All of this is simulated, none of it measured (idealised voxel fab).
Title: Process Module voxel air gaps
Square cells of 5 nm make up the cross-section cut, whose width is 275 nm.
A cross-section is a grid of square cells, given in bands from the top down. A band is one or more rows of cells. This entry defines a band. It first specifies the height of the band's top and the height of its bottom in nm, and then specifies the band's materials from left to right, stating each material with its width in nm. The word "edge to edge" identifies a single material that fills the band from edge to edge, while the word "empty" identifies empty space. Beneath 0, the wafer as received is one material, and that level is where height counting begins. The lowest band goes on downward without a bottom; it is written like "0 down". Quick explanation for "30 to 40": the width changes in equal steps down the rows of cells, from the first number in the band's top row to the second number in its bottom row. The cross-section has no changed cell in any step marked "nothing was modified". Entry "Enclosed void inventory". Content: empty spaces with no open connection to the top, size 8 cells or greater. Each: width x height at distance. Distance: from left edge. Unit: nm. Read whatever lies past the settings on a step's line as the simulator's own remark about the step. overlay nm: how far to the right of its planned place the mask lay on this masked step (negative: to the left).

Intended process steps
1 RECEIVE | material Si
2 CONFORMAL_DEP | material SiO2 | thk nm 10
3 CONFORMAL_DEP | material SiCN | thk nm 5
4 DIRECTIONAL_DEP | material SiO2 | thk nm 40
5 DIRECTIONAL_DEP | material aC | thk nm 10
6 PATTERN | tone open | mask id LINES | material resist | width nm 25 | pitch nm 55 | thk nm 30 | overlay nm 0
7 DIRECTIONAL_ETCH | etch materials aC | depth nm 10
8 STRIP | etch materials resist
9 DIRECTIONAL_ETCH | etch materials SiO2 | depth nm 40
10 STRIP | etch materials aC
11 CONFORMAL_DEP | material TiN | thk nm 5
12 FILL_DEP | material Ru | thk nm 10
13 CMP | height nm 55
14 EPI | material Ru | thk nm 10
15 SELECTIVE_ETCH | etch materials SiO2 | depth nm 50
16 CONFORMAL_DEP | material SiCN | thk nm 5

Wafer as received: cross-section following step 1
* 0 down  Si edge to edge
* Enclosed void inventory: none

Wafer cross-section at module end: first of two, run to plan
* 70 to 65  empty 55, SiCN 165, empty 55
* 65 to 55  empty 55, SiCN 5, Ru 45, SiCN 10, Ru 45, SiCN 10, Ru 45, SiCN 5, empty 55
* 55 to 50  empty 55, SiCN 15, TiN 5, Ru 15, TiN 5, SiCN 30, TiN 5, Ru 15, TiN 5, SiCN 30, TiN 5, Ru 15, TiN 5, SiCN 15, empty 55
* 50 to 20  empty 65, SiCN 5, TiN 5, Ru 15, TiN 5, SiCN 5, empty 20, SiCN 5, TiN 5, Ru 15, TiN 5, SiCN 5, empty 20, SiCN 5, TiN 5, Ru 15, TiN 5, SiCN 5, empty 65
* 20 to 15  SiCN 70, TiN 25, SiCN 30, TiN 25, SiCN 30, TiN 25, SiCN 70
* 15 to 10  SiCN edge to edge
* 10 to 0  SiO2 edge to edge
* 0 down  Si edge to edge
* Enclosed void inventory: 20 x 30 at 100; 20 x 30 at 155

Wafer two, sectioned after the module: the first wafer's start, the first wafer's plan, and one mistake in how it was run
* 70 to 65  SiCN edge to edge
* 65 to 55  Ru 80, SiCN 5, Ru 50, SiCN 5, Ru 50, SiCN 5, Ru 80
* 55 to 50  Ru 65, TiN 5, SiCN 25, TiN 5, Ru 20, TiN 5, SiCN 25, TiN 5, Ru 20, TiN 5, SiCN 25, TiN 5, Ru 65
* 50 to 20  Ru 65, TiN 5, SiCN 5, empty 15, SiCN 5, TiN 5, Ru 20, TiN 5, SiCN 5, empty 15, SiCN 5, TiN 5, Ru 20, TiN 5, SiCN 5, empty 15, SiCN 5, TiN 5, Ru 65
* 20 to 15  TiN 70, SiCN 25, TiN 30, SiCN 25, TiN 30, SiCN 25, TiN 70
* 15 to 10  SiCN edge to edge
* 10 to 0  SiO2 edge to edge
* 0 down  Si edge to edge
* Enclosed void inventory: 15 x 30 at 75; 15 x 30 at 130; 15 x 30 at 185
Error vs. plan: planned and actual differ for step 6; actual: PATTERN | tone cover | mask id LINES | material resist | width nm 25 | pitch nm 55 | thk nm 30 | overlay nm 0
Final tally in cells, some materials are higher or lower on the second wafer than on the first: +225 Ru | -12 SiCN | +25 TiN
End state: 2 closed voids on the first wafer, 3 on the second.
